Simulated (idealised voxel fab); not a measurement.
The process module presented herein is designated voxel plated lines.
The figure presents cross-section cut, which has a width of 265 nm and is divided into square cells with an edge length of 5 nm.
A cross-section is a grid of square cells, given in bands from the top down. A band is one or more rows of cells.
Band: top height; bottom height; in nm. Then, left to right: material with width in nm, for each material. "full width": a single material spanning edge to edge. "air": empty space.
Note: height 0 marks the level under which the wafer is uniformly one material as received. Lowest band unbounded below, written "0 down".
With a width like "30 to 40", each row of cells in the band differs from the next by the same amount, the top row carrying the first number and the bottom row the second.
"nothing was modified" (step): cross-section cells unchanged, all of them.
The entry "Fully enclosed voids" lists the empty spaces that cover at least 8 cells and have no open path to the top. Each is written as width x height at distance, where the distance is measured from the left edge and all three values are in nm.
The remark found on a step's line after its settings is issued by the simulator itself and pertains to that step.
Each step line may optionally specify "overlay nm", which for a step with a mask gives the rightward distance between the mask's planned place and where it lay, a negative value indicating the leftward direction.
In what follows, pairs of cross-sections are presented, each taken before and after one process step, with the after cross-section shown only down to the lowest band that was altered; the step, together with its settings, is stated below the pair. The pairs may stem from different runs of this module on the same starting wafer; accordingly, a pair should be taken as continuing from the one above it solely where its entry headed "Pre-step view" indicates as much.

Pre-step view:
- 0 down = Si full width
- Fully enclosed voids: none

After the Step:
- 10 to 0 = SiO2 full width
- below 0: unchanged
- Fully enclosed voids: none
The before and after cross-sections above are linked by CONFORMAL_DEP: material SiO2, thk nm 10

Pre-step view: same picture as after in the pair right above, so we don't repeat it.

After the Step:
- 15 to 10 = TiN full width
- below 10: unchanged
- Fully enclosed voids: none
The before and after cross-sections above are linked by DIRECTIONAL_DEP: material TiN, thk nm 5

Pre-step view: same picture as after in the pair right above, so we don't repeat it.

After the Step:
- 50 to 15 = resist: 40 / air: 30 / resist: 20 / air: 30 / resist: 20 / air: 30 / resist: 20 / air: 30 / resist: 45
- below 15: unchanged
- Fully enclosed voids: none
The before and after cross-sections above are linked by PATTERN: tone open, mask id LINES, material resist, width nm 30, pitch nm 50, thk nm 35, overlay nm 0

Pre-step view: same picture as after in the pair right above, so we don't repeat it.

After the Step:
- 50 to 25 = resist: 40 / air: 30 / resist: 20 / air: 30 / resist: 20 / air: 30 / resist: 20 / air: 30 / resist: 45
- 25 to 15 = resist: 40 / Ru: 30 / resist: 20 / Ru: 30 / resist: 20 / Ru: 30 / resist: 20 / Ru: 30 / resist: 45
- below 15: unchanged
- Fully enclosed voids: none
The before and after cross-sections above are linked by EPI: material Ru, thk nm 10

Pre-step view: same picture as after in the pair right above, so we don't repeat it.

After the Step:
- 50 to 35 = resist: 40 / air: 30 / resist: 20 / air: 30 / resist: 20 / air: 30 / resist: 20 / air: 30 / resist: 45
- 35 to 15 = resist: 40 / Ru: 30 / resist: 20 / Ru: 30 / resist: 20 / Ru: 30 / resist: 20 / Ru: 30 / resist: 45
- below 15: unchanged
- Fully enclosed voids: none
The before and after cross-sections above are linked by EPI: material Ru, thk nm 10

Pre-step view: same picture as after in the pair right above, so we don't repeat it.

After the Step:
- 50 to 45 = resist: 40 / air: 30 / resist: 20 / air: 30 / resist: 20 / air: 30 / resist: 20 / air: 30 / resist: 45
- 45 to 15 = resist: 40 / Ru: 30 / resist: 20 / Ru: 30 / resist: 20 / Ru: 30 / resist: 20 / Ru: 30 / resist: 45
- below 15: unchanged
- Fully enclosed voids: none
The before and after cross-sections above are linked by EPI: material Ru, thk nm 10

Pre-step view: same picture as after in the pair right above, so we don't repeat it.

After the Step:
- 45 to 15 = air: 40 / Ru: 30 / air: 20 / Ru: 30 / air: 20 / Ru: 30 / air: 20 / Ru: 30 / air: 45
- below 15: unchanged
- Fully enclosed voids: none
The before and after cross-sections above are linked by STRIP: etch materials resist

Pre-step view: same picture as after in the pair right above, so we don't repeat it.

After the Step:
- 45 to 15 = air: 40 / Ru: 30 / air: 20 / Ru: 30 / air: 20 / Ru: 30 / air: 20 / Ru: 30 / air: 45
- 15 to 10 = air: 40 / TiN: 30 / air: 20 / TiN: 30 / air: 20 / TiN: 30 / air: 20 / TiN: 30 / air: 45
- below 10: unchanged
- Fully enclosed voids: none
The before and after cross-sections above are linked by DIRECTIONAL_ETCH: etch materials TiN, depth nm 5

Pre-step view: same picture as after in the pair right above, so we don't repeat it.

After the Step:
- 50 to 45 = air: 35 / SiCN: 40 / air: 10 / SiCN: 40 / air: 10 / SiCN: 40 / air: 10 / SiCN: 40 / air: 40
- 45 to 15 = air: 35 / SiCN: 5 / Ru: 30 / SiCN: 5 / air: 10 / SiCN: 5 / Ru: 30 / SiCN: 5 / air: 10 / SiCN: 5 / Ru: 30 / SiCN: 5 / air: 10 / SiCN: 5 / Ru: 30 / SiCN: 5 / air: 40
- 15 to 10 = SiCN: 40 / TiN: 30 / SiCN: 20 / TiN: 30 / SiCN: 20 / TiN: 30 / SiCN: 20 / TiN: 30 / SiCN: 45
- below 10: unchanged
- Fully enclosed voids: none
The before and after cross-sections above are linked by CONFORMAL_DEP: material SiCN, thk nm 5

Pre-step view:
- 50 to 35 = resist: 40 / air: 30 / resist: 20 / air: 30 / resist: 20 / air: 30 / resist: 20 / air: 30 / resist: 45
- 35 to 15 = resist: 40 / Ru: 30 / resist: 20 / Ru: 30 / resist: 20 / Ru: 30 / resist: 20 / Ru: 30 / resist: 45
- 15 to 10 = TiN full width
- 10 to 0 = SiO2 full width
- 0 down = Si full width
- Fully enclosed voids: none

After the Step:
- 35 to 15 = air: 40 / Ru: 30 / air: 20 / Ru: 30 / air: 20 / Ru: 30 / air: 20 / Ru: 30 / air: 45
- below 15: unchanged
- Fully enclosed voids: none
The before and after cross-sections above are linked by STRIP: etch materials resist

Pre-step view: same picture as after in the pair right above, so we don't repeat it.

After the Step:
- 35 to 15 = air: 40 / Ru: 30 / air: 20 / Ru: 30 / air: 20 / Ru: 30 / air: 20 / Ru: 30 / air: 45
- 15 to 10 = air: 40 / TiN: 30 / air: 20 / TiN: 30 / air: 20 / TiN: 30 / air: 20 / TiN: 30 / air: 45
- below 10: unchanged
- Fully enclosed voids: none
The before and after cross-sections above are linked by DIRECTIONAL_ETCH: etch materials TiN, depth nm 5

Pre-step view: same picture as after in the pair right above, so we don't repeat it.

After the Step:
- 40 to 35 = air: 35 / SiCN: 40 / air: 10 / SiCN: 40 / air: 10 / SiCN: 40 / air: 10 / SiCN: 40 / air: 40
- 35 to 15 = air: 35 / SiCN: 5 / Ru: 30 / SiCN: 5 / air: 10 / SiCN: 5 / Ru: 30 / SiCN: 5 / air: 10 / SiCN: 5 / Ru: 30 / SiCN: 5 / air: 10 / SiCN: 5 / Ru: 30 / SiCN: 5 / air: 40
- 15 to 10 = SiCN: 40 / TiN: 30 / SiCN: 20 / TiN: 30 / SiCN: 20 / TiN: 30 / SiCN: 20 / TiN: 30 / SiCN: 45
- below 10: unchanged
- Fully enclosed voids: none
The before and after cross-sections above are linked by CONFORMAL_DEP: material SiCN, thk nm 5

Pre-step view:
- 50 to 45 = resist: 40 / air: 30 / resist: 20 / air: 30 / resist: 20 / air: 30 / resist: 20 / air: 30 / resist: 45
- 45 to 15 = resist: 40 / Ru: 30 / resist: 20 / Ru: 30 / resist: 20 / Ru: 30 / resist: 20 / Ru: 30 / resist: 45
- 15 to 10 = TiN full width
- 10 to 0 = SiO2 full width
- 0 down = Si full width
- Fully enclosed voids: none

After the Step:
- 55 to 50 = air: 35 / Ru: 40 / air: 10 / Ru: 40 / air: 10 / Ru: 40 / air: 10 / Ru: 40 / air: 40
- 50 to 15 = resist: 40 / Ru: 30 / resist: 20 / Ru: 30 / resist: 20 / Ru: 30 / resist: 20 / Ru: 30 / resist: 45
- below 15: unchanged
- Fully enclosed voids: none
The before and after cross-sections above are linked by EPI: material Ru, thk nm 10

Pre-step view: same picture as after in the pair right above, so we don't repeat it.

After the Step:
- 55 to 50 = air: 35 / Ru: 40 / air: 10 / Ru: 40 / air: 10 / Ru: 40 / air: 10 / Ru: 40 / air: 40
- 50 to 15 = air: 40 / Ru: 30 / air: 20 / Ru: 30 / air: 20 / Ru: 30 / air: 20 / Ru: 30 / air: 45
- below 15: unchanged
- Fully enclosed voids: none
The before and after cross-sections above are linked by STRIP: etch materials resist

Pre-step view: same picture as after in the pair right above, so we don't repeat it.

After the Step:
- 55 to 50 = air: 35 / Ru: 40 / air: 10 / Ru: 40 / air: 10 / Ru: 40 / air: 10 / Ru: 40 / air: 40
- 50 to 15 = air: 40 / Ru: 30 / air: 20 / Ru: 30 / air: 20 / Ru: 30 / air: 20 / Ru: 30 / air: 45
- 15 to 10 = air: 35 / TiN: 40 / air: 10 / TiN: 40 / air: 10 / TiN: 40 / air: 10 / TiN: 40 / air: 40
- below 10: unchanged
- Fully enclosed voids: none
The before and after cross-sections above are linked by DIRECTIONAL_ETCH: etch materials TiN, depth nm 5

Pre-step view: same picture as after in the pair right above, so we don't repeat it.

After the Step:
- 60 to 55 = air: 30 / SiCN: 200 / air: 35
- 55 to 45 = air: 30 / SiCN: 5 to 10 / Ru: 40 to 30 / SiCN: 10 to 20 / Ru: 40 to 30 / SiCN: 10 to 20 / Ru: 40 to 30 / SiCN: 10 to 20 / Ru: 40 to 30 / SiCN: 5 to 10 / air: 35
- 45 to 20 = air: 35 / SiCN: 5 / Ru: 30 / SiCN: 5 / air: 10 / SiCN: 5 / Ru: 30 / SiCN: 5 / air: 10 / SiCN: 5 / Ru: 30 / SiCN: 5 / air: 10 / SiCN: 5 / Ru: 30 / SiCN: 5 / air: 40
- 20 to 15 = air: 30 / SiCN: 10 / Ru: 30 / SiCN: 20 / Ru: 30 / SiCN: 20 / Ru: 30 / SiCN: 20 / Ru: 30 / SiCN: 10 / air: 35
- 15 to 10 = SiCN: 35 / TiN: 40 / SiCN: 10 / TiN: 40 / SiCN: 10 / TiN: 40 / SiCN: 10 / TiN: 40 / SiCN: 40
- below 10: unchanged
- Fully enclosed voids: 10 x 25 at 75; 10 x 25 at 125; 10 x 25 at 175
The before and after cross-sections above are linked by CONFORMAL_DEP: material SiCN, thk nm 5

Pre-step view:
- 0 down = Si full width
- Fully enclosed voids: none

After the Step:
- 5 to 0 = TiN full width
- below 0: unchanged
- Fully enclosed voids: none
The before and after cross-sections above are linked by DIRECTIONAL_DEP: material TiN, thk nm 5

Pre-step view: same picture as after in the pair right above, so we don't repeat it.

After the Step:
- 15 to 5 = SiO2 full width
- below 5: unchanged
- Fully enclosed voids: none
The before and after cross-sections above are linked by CONFORMAL_DEP: material SiO2, thk nm 10

Pre-step view: same picture as after in the pair right above, so we don't repeat it.

After the Step:
- 50 to 15 = resist: 40 / air: 30 / resist: 20 / air: 30 / resist: 20 / air: 30 / resist: 20 / air: 30 / resist: 45
- below 15: unchanged
- Fully enclosed voids: none
The before and after cross-sections above are linked by PATTERN: tone open, mask id LINES, material resist, width nm 30, pitch nm 50, thk nm 35, overlay nm 0

Pre-step view: same picture as after in the pair right above, so we don't repeat it.

After the Step:
- 15 to 5 = SiO2 full width
- below 5: unchanged
- Fully enclosed voids: none
The before and after cross-sections above are linked by STRIP: etch materials resist

Pre-step view: same picture as after in the pair right above, so we don't repeat it.

After the Step:
- 20 to 15 = SiCN full width
- below 15: unchanged
- Fully enclosed voids: none
The before and after cross-sections above are linked by CONFORMAL_DEP: material SiCN, thk nm 5

Pre-step view:
- 10 to 0 = SiO2 full width
- 0 down = Si full width
- Fully enclosed voids: none

After the Step:
- 25 to 10 = TiN full width
- below 10: unchanged
- Fully enclosed voids: none
The before and after cross-sections above are linked by DIRECTIONAL_DEP: material TiN, thk nm 15

Pre-step view: same picture as after in the pair right above, so we don't repeat it.

After the Step:
- 60 to 25 = resist: 40 / air: 30 / resist: 20 / air: 30 / resist: 20 / air: 30 / resist: 20 / air: 30 / resist: 45
- below 25: unchanged
- Fully enclosed voids: none
The before and after cross-sections above are linked by PATTERN: tone open, mask id LINES, material resist, width nm 30, pitch nm 50, thk nm 35, overlay nm 0

Pre-step view: same picture as after in the pair right above, so we don't repeat it.

After the Step:
- 60 to 35 = resist: 40 / air: 30 / resist: 20 / air: 30 / resist: 20 / air: 30 / resist: 20 / air: 30 / resist: 45
- 35 to 25 = resist: 40 / Ru: 30 / resist: 20 / Ru: 30 / resist: 20 / Ru: 30 / resist: 20 / Ru: 30 / resist: 45
- below 25: unchanged
- Fully enclosed voids: none
The before and after cross-sections above are linked by EPI: material Ru, thk nm 10

Pre-step view: same picture as after in the pair right above, so we don't repeat it.

After the Step:
- 60 to 45 = resist: 40 / air: 30 / resist: 20 / air: 30 / resist: 20 / air: 30 / resist: 20 / air: 30 / resist: 45
- 45 to 25 = resist: 40 / Ru: 30 / resist: 20 / Ru: 30 / resist: 20 / Ru: 30 / resist: 20 / Ru: 30 / resist: 45
- below 25: unchanged
- Fully enclosed voids: none
The before and after cross-sections above are linked by EPI: material Ru, thk nm 10

Pre-step view: same picture as after in the pair right above, so we don't repeat it.

After the Step:
- 60 to 55 = resist: 40 / air: 30 / resist: 20 / air: 30 / resist: 20 / air: 30 / resist: 20 / air: 30 / resist: 45
- 55 to 25 = resist: 40 / Ru: 30 / resist: 20 / Ru: 30 / resist: 20 / Ru: 30 / resist: 20 / Ru: 30 / resist: 45
- below 25: unchanged
- Fully enclosed voids: none
The before and after cross-sections above are linked by EPI: material Ru, thk nm 10

Pre-step view: same picture as after in the pair right above, so we don't repeat it.

After the Step:
- 55 to 25 = air: 40 / Ru: 30 / air: 20 / Ru: 30 / air: 20 / Ru: 30 / air: 20 / Ru: 30 / air: 45
- below 25: unchanged
- Fully enclosed voids: none
The before and after cross-sections above are linked by STRIP: etch materials resist

Pre-step view: same picture as after in the pair right above, so we don't repeat it.

After the Step:
- 55 to 25 = air: 40 / Ru: 30 / air: 20 / Ru: 30 / air: 20 / Ru: 30 / air: 20 / Ru: 30 / air: 45
- 25 to 20 = air: 40 / TiN: 30 / air: 20 / TiN: 30 / air: 20 / TiN: 30 / air: 20 / TiN: 30 / air: 45
- below 20: unchanged
- Fully enclosed voids: none
The before and after cross-sections above are linked by DIRECTIONAL_ETCH: etch materials TiN, depth nm 5

Pre-step view: same picture as after in the pair right above, so we don't repeat it.

After the Step:
- 60 to 55 = air: 35 / SiCN: 40 / air: 10 / SiCN: 40 / air: 10 / SiCN: 40 / air: 10 / SiCN: 40 / air: 40
- 55 to 25 = air: 35 / SiCN: 5 / Ru: 30 / SiCN: 5 / air: 10 / SiCN: 5 / Ru: 30 / SiCN: 5 / air: 10 / SiCN: 5 / Ru: 30 / SiCN: 5 / air: 10 / SiCN: 5 / Ru: 30 / SiCN: 5 / air: 40
- 25 to 20 = SiCN: 40 / TiN: 30 / SiCN: 20 / TiN: 30 / SiCN: 20 / TiN: 30 / SiCN: 20 / TiN: 30 / SiCN: 45
- below 20: unchanged
- Fully enclosed voids: none
The before and after cross-sections above are linked by CONFORMAL_DEP: material SiCN, thk nm 5

Pre-step view:
- 15 to 10 = TiN full width
- 10 to 0 = SiO2 full width
- 0 down = Si full width
- Fully enclosed voids: none

After the Step:
- 50 to 15 = resist: 45 / air: 20 / resist: 30 / air: 20 / resist: 30 / air: 20 / resist: 30 / air: 20 / resist: 50
- below 15: unchanged
- Fully enclosed voids: none
The before and after cross-sections above are linked by PATTERN: tone open, mask id LINES, material resist, width nm 20, pitch nm 50, thk nm 35, overlay nm 0

Pre-step view: same picture as after in the pair right above, so we don't repeat it.

After the Step:
- 50 to 25 = resist: 45 / air: 20 / resist: 30 / air: 20 / resist: 30 / air: 20 / resist: 30 / air: 20 / resist: 50
- 25 to 15 = resist: 45 / Ru: 20 / resist: 30 / Ru: 20 / resist: 30 / Ru: 20 / resist: 30 / Ru: 20 / resist: 50
- below 15: unchanged
- Fully enclosed voids: none
The before and after cross-sections above are linked by EPI: material Ru, thk nm 10

Pre-step view: same picture as after in the pair right above, so we don't repeat it.

After the Step:
- 50 to 35 = resist: 45 / air: 20 / resist: 30 / air: 20 / resist: 30 / air: 20 / resist: 30 / air: 20 / resist: 50
- 35 to 15 = resist: 45 / Ru: 20 / resist: 30 / Ru: 20 / resist: 30 / Ru: 20 / resist: 30 / Ru: 20 / resist: 50
- below 15: unchanged
- Fully enclosed voids: none
The before and after cross-sections above are linked by EPI: material Ru, thk nm 10

Pre-step view: same picture as after in the pair right above, so we don't repeat it.

After the Step:
- 50 to 45 = resist: 45 / air: 20 / resist: 30 / air: 20 / resist: 30 / air: 20 / resist: 30 / air: 20 / resist: 50
- 45 to 15 = resist: 45 / Ru: 20 / resist: 30 / Ru: 20 / resist: 30 / Ru: 20 / resist: 30 / Ru: 20 / resist: 50
- below 15: unchanged
- Fully enclosed voids: none
The before and after cross-sections above are linked by EPI: material Ru, thk nm 10

Pre-step view: same picture as after in the pair right above, so we don't repeat it.

After the Step:
- 45 to 15 = air: 45 / Ru: 20 / air: 30 / Ru: 20 / air: 30 / Ru: 20 / air: 30 / Ru: 20 / air: 50
- below 15: unchanged
- Fully enclosed voids: none
The before and after cross-sections above are linked by STRIP: etch materials resist

Pre-step view: same picture as after in the pair right above, so we don't repeat it.

After the Step:
- 45 to 15 = air: 45 / Ru: 20 / air: 30 / Ru: 20 / air: 30 / Ru: 20 / air: 30 / Ru: 20 / air: 50
- 15 to 10 = air: 45 / TiN: 20 / air: 30 / TiN: 20 / air: 30 / TiN: 20 / air: 30 / TiN: 20 / air: 50
- below 10: unchanged
- Fully enclosed voids: none
The before and after cross-sections above are linked by DIRECTIONAL_ETCH: etch materials TiN, depth nm 5

Pre-step view: same picture as after in the pair right above, so we don't repeat it.

After the Step:
- 50 to 45 = air: 40 / SiCN: 30 / air: 20 / SiCN: 30 / air: 20 / SiCN: 30 / air: 20 / SiCN: 30 / air: 45
- 45 to 15 = air: 40 / SiCN: 5 / Ru: 20 / SiCN: 5 / air: 20 / SiCN: 5 / Ru: 20 / SiCN: 5 / air: 20 / SiCN: 5 / Ru: 20 / SiCN: 5 / air: 20 / SiCN: 5 / Ru: 20 / SiCN: 5 / air: 45
- 15 to 10 = SiCN: 45 / TiN: 20 / SiCN: 30 / TiN: 20 / SiCN: 30 / TiN: 20 / SiCN: 30 / TiN: 20 / SiCN: 50
- below 10: unchanged
- Fully enclosed voids: none
The before and after cross-sections above are linked by CONFORMAL_DEP: material SiCN, thk nm 5

Pre-step view:
- 15 to 10 = TiN full width
- 10 to 0 = SiO2 full width
- 0 down = Si full width
- Fully enclosed voids: none

After the Step:
- 50 to 15 = resist: 35 / air: 30 / resist: 20 / air: 30 / resist: 20 / air: 30 / resist: 20 / air: 30 / resist: 50
- below 15: unchanged
- Fully enclosed voids: none
The before and after cross-sections above are linked by PATTERN: tone open, mask id LINES, material resist, width nm 30, pitch nm 50, thk nm 35, overlay nm -5

Pre-step view: same picture as after in the pair right above, so we don't repeat it.

After the Step:
- 50 to 25 = resist: 35 / air: 30 / resist: 20 / air: 30 / resist: 20 / air: 30 / resist: 20 / air: 30 / resist: 50
- 25 to 15 = resist: 35 / Ru: 30 / resist: 20 / Ru: 30 / resist: 20 / Ru: 30 / resist: 20 / Ru: 30 / resist: 50
- below 15: unchanged
- Fully enclosed voids: none
The before and after cross-sections above are linked by EPI: material Ru, thk nm 10

Pre-step view: same picture as after in the pair right above, so we don't repeat it.

After the Step:
- 50 to 35 = resist: 35 / air: 30 / resist: 20 / air: 30 / resist: 20 / air: 30 / resist: 20 / air: 30 / resist: 50
- 35 to 15 = resist: 35 / Ru: 30 / resist: 20 / Ru: 30 / resist: 20 / Ru: 30 / resist: 20 / Ru: 30 / resist: 50
- below 15: unchanged
- Fully enclosed voids: none
The before and after cross-sections above are linked by EPI: material Ru, thk nm 10

Pre-step view: same picture as after in the pair right above, so we don't repeat it.

After the Step:
- 50 to 45 = resist: 35 / air: 30 / resist: 20 / air: 30 / resist: 20 / air: 30 / resist: 20 / air: 30 / resist: 50
- 45 to 15 = resist: 35 / Ru: 30 / resist: 20 / Ru: 30 / resist: 20 / Ru: 30 / resist: 20 / Ru: 30 / resist: 50
- below 15: unchanged
- Fully enclosed voids: none
The before and after cross-sections above are linked by EPI: material Ru, thk nm 10

Pre-step view: same picture as after in the pair right above, so we don't repeat it.

After the Step:
- 45 to 15 = air: 35 / Ru: 30 / air: 20 / Ru: 30 / air: 20 / Ru: 30 / air: 20 / Ru: 30 / air: 50
- below 15: unchanged
- Fully enclosed voids: none
The before and after cross-sections above are linked by STRIP: etch materials resist

Pre-step view: same picture as after in the pair right above, so we don't repeat it.

After the Step:
- 45 to 15 = air: 35 / Ru: 30 / air: 20 / Ru: 30 / air: 20 / Ru: 30 / air: 20 / Ru: 30 / air: 50
- 15 to 10 = air: 35 / TiN: 30 / air: 20 / TiN: 30 / air: 20 / TiN: 30 / air: 20 / TiN: 30 / air: 50
- below 10: unchanged
- Fully enclosed voids: none
The before and after cross-sections above are linked by DIRECTIONAL_ETCH: etch materials TiN, depth nm 5

Pre-step view: same picture as after in the pair right above, so we don't repeat it.

After the Step:
- 50 to 45 = air: 30 / SiCN: 40 / air: 10 / SiCN: 40 / air: 10 / SiCN: 40 / air: 10 / SiCN: 40 / air: 45
- 45 to 15 = air: 30 / SiCN: 5 / Ru: 30 / SiCN: 5 / air: 10 / SiCN: 5 / Ru: 30 / SiCN: 5 / air: 10 / SiCN: 5 / Ru: 30 / SiCN: 5 / air: 10 / SiCN: 5 / Ru: 30 / SiCN: 5 / air: 45
- 15 to 10 = SiCN: 35 / TiN: 30 / SiCN: 20 / TiN: 30 / SiCN: 20 / TiN: 30 / SiCN: 20 / TiN: 30 / SiCN: 50
- below 10: unchanged
- Fully enclosed voids: none
The before and after cross-sections above are linked by CONFORMAL_DEP: material SiCN, thk nm 5

Pre-step view:
- 10 to 0 = SiO2 full width
- 0 down = Si full width
- Fully enclosed voids: none

After the Step:
- 15 to 0 = SiO2 full width
- below 0: unchanged
- Fully enclosed voids: none
The before and after cross-sections above are linked by DIRECTIONAL_DEP: material SiO2, thk nm 5

Pre-step view: same picture as after in the pair right above, so we don't repeat it.

After the Step:
- 50 to 15 = resist: 40 / air: 30 / resist: 20 / air: 30 / resist: 20 / air: 30 / resist: 20 / air: 30 / resist: 45
- below 15: unchanged
- Fully enclosed voids: none
The before and after cross-sections above are linked by PATTERN: tone open, mask id LINES, material resist, width nm 30, pitch nm 50, thk nm 35, overlay nm 0

Pre-step view: same picture as after in the pair right above, so we don't repeat it.

After the Step:
- 15 to 0 = SiO2 full width
- below 0: unchanged
- Fully enclosed voids: none
The before and after cross-sections above are linked by STRIP: etch materials resist

Pre-step view: same picture as after in the pair right above, so we don't repeat it.

After the Step:
- 20 to 15 = SiCN full width
- below 15: unchanged
- Fully enclosed voids: none
The before and after cross-sections above are linked by CONFORMAL_DEP: material SiCN, thk nm 5

Pre-step view:
- 15 to 10 = TiN full width
- 10 to 0 = SiO2 full width
- 0 down = Si full width
- Fully enclosed voids: none

After the Step:
- 50 to 15 = air: 40 / resist: 30 / air: 20 / resist: 30 / air: 20 / resist: 30 / air: 20 / resist: 30 / air: 45
- below 15: unchanged
- Fully enclosed voids: none
The before and after cross-sections above are linked by PATTERN: tone cover, mask id LINES, material resist, width nm 30, pitch nm 50, thk nm 35, overlay nm 0

Pre-step view: same picture as after in the pair right above, so we don't repeat it.

After the Step:
- 50 to 25 = air: 40 / resist: 30 / air: 20 / resist: 30 / air: 20 / resist: 30 / air: 20 / resist: 30 / air: 45
- 25 to 15 = Ru: 40 / resist: 30 / Ru: 20 / resist: 30 / Ru: 20 / resist: 30 / Ru: 20 / resist: 30 / Ru: 45
- below 15: unchanged
- Fully enclosed voids: none
The before and after cross-sections above are linked by EPI: material Ru, thk nm 10

Pre-step view: same picture as after in the pair right above, so we don't repeat it.

After the Step:
- 50 to 35 = air: 40 / resist: 30 / air: 20 / resist: 30 / air: 20 / resist: 30 / air: 20 / resist: 30 / air: 45
- 35 to 15 = Ru: 40 / resist: 30 / Ru: 20 / resist: 30 / Ru: 20 / resist: 30 / Ru: 20 / resist: 30 / Ru: 45
- below 15: unchanged
- Fully enclosed voids: none
The before and after cross-sections above are linked by EPI: material Ru, thk nm 10

Pre-step view: same picture as after in the pair right above, so we don't repeat it.

After the Step:
- 50 to 45 = air: 40 / resist: 30 / air: 20 / resist: 30 / air: 20 / resist: 30 / air: 20 / resist: 30 / air: 45
- 45 to 15 = Ru: 40 / resist: 30 / Ru: 20 / resist: 30 / Ru: 20 / resist: 30 / Ru: 20 / resist: 30 / Ru: 45
- below 15: unchanged
- Fully enclosed voids: none
The before and after cross-sections above are linked by EPI: material Ru, thk nm 10

Pre-step view: same picture as after in the pair right above, so we don't repeat it.

After the Step:
- 45 to 15 = Ru: 40 / air: 30 / Ru: 20 / air: 30 / Ru: 20 / air: 30 / Ru: 20 / air: 30 / Ru: 45
- below 15: unchanged
- Fully enclosed voids: none
The before and after cross-sections above are linked by STRIP: etch materials resist

Pre-step view: same picture as after in the pair right above, so we don't repeat it.

After the Step:
- 45 to 15 = Ru: 40 / air: 30 / Ru: 20 / air: 30 / Ru: 20 / air: 30 / Ru: 20 / air: 30 / Ru: 45
- 15 to 10 = TiN: 40 / air: 30 / TiN: 20 / air: 30 / TiN: 20 / air: 30 / TiN: 20 / air: 30 / TiN: 45
- below 10: unchanged
- Fully enclosed voids: none
The before and after cross-sections above are linked by DIRECTIONAL_ETCH: etch materials TiN, depth nm 5

Pre-step view: same picture as after in the pair right above, so we don't repeat it.

After the Step:
- 50 to 45 = SiCN: 45 / air: 20 / SiCN: 30 / air: 20 / SiCN: 30 / air: 20 / SiCN: 30 / air: 20 / SiCN: 50
- 45 to 15 = Ru: 40 / SiCN: 5 / air: 20 / SiCN: 5 / Ru: 20 / SiCN: 5 / air: 20 / SiCN: 5 / Ru: 20 / SiCN: 5 / air: 20 / SiCN: 5 / Ru: 20 / SiCN: 5 / air: 20 / SiCN: 5 / Ru: 45
- 15 to 10 = TiN: 40 / SiCN: 30 / TiN: 20 / SiCN: 30 / TiN: 20 / SiCN: 30 / TiN: 20 / SiCN: 30 / TiN: 45
- below 10: unchanged
- Fully enclosed voids: none
The before and after cross-sections above are linked by CONFORMAL_DEP: material SiCN, thk nm 5
